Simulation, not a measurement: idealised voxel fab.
Module name: voxel tone inversion (process module)
Section cut is 150 nm wide and gridded with 5 nm square cells.
A cross-section in this document is a grid of square cells, and it is written down as bands, the top band listed before the ones below it; a band is made up of one or more rows of cells.
Within each band entry, the heights of the top and of the bottom of the band appear first, in that order and in nm; the materials of the band then follow from left to right, each with its corresponding width in nm. The designation "throughout" on a single material indicates that it fills the band from edge to edge; the designation "empty" indicates empty space.
Heads up on the height convention: 0 is the point under which the incoming wafer is all one material, and the lowest band has no bottom, it just keeps going down, like "z 0 and below".
Top row gets the first number, bottom row gets the second, and each row in between changes by the same step: that is how a band width like "30->40" works.
For the purposes of this document, the phrase "all unchanged" attached to a step denotes that no cell within the cross-section was modified by that step.
This entry, "Sealed internal cavities", enumerates those empty regions of no fewer than 8 cells that possess no open connection to the top. Each region is reported in the form width x height at distance, the distance being taken from the left edge, with all three quantities expressed in nm.
If you see something after the settings on a step's line, that's the simulator's own remark about that step.
overlay nm: right-of-plan distance of the mask on a masked step; negative values mean left-of-plan.

HERE'S WHAT THE PLANNED PROCESS STEPS LOOK LIKE
1) op RECEIVE | material Si
2) op CONFORMAL_DEP | material SiN | thk nm 5
3) op DIRECTIONAL_DEP | material aC | thk nm 15
4) op PATTERN | tone cover | mask id POSTS | material resist | width nm 25 | pitch nm 40 | thk nm 25 | overlay nm 0
5) op DIRECTIONAL_ETCH | etch materials aC | depth nm 15
6) op STRIP | etch materials resist
7) op FILL_DEP | material SiO2 | thk nm 10
8) op CMP | height nm 20
9) op STRIP | etch materials aC

SO THIS IS THE INCOMING WAFER IN CROSS-SECTION - IT'S ALREADY BEEN THROUGH STEP 1
    z 0 and below | Si throughout
    Sealed internal cavities: none

ONE MISTAKE IN RUNNING THE MODULE, OTHERWISE START AND PLAN AS ABOVE: CROSS-SECTION AT THE END
    z 20 to 15 | SiO2 throughout
    z 15 to 0 | SiO2 40 nm | aC 25 nm | SiO2 15 nm | aC 25 nm | SiO2 45 nm
    z 0 and below | Si throughout
    Sealed internal cavities: none
Here's what went sideways: with respect to the plan, step 2 was omitted and not executed
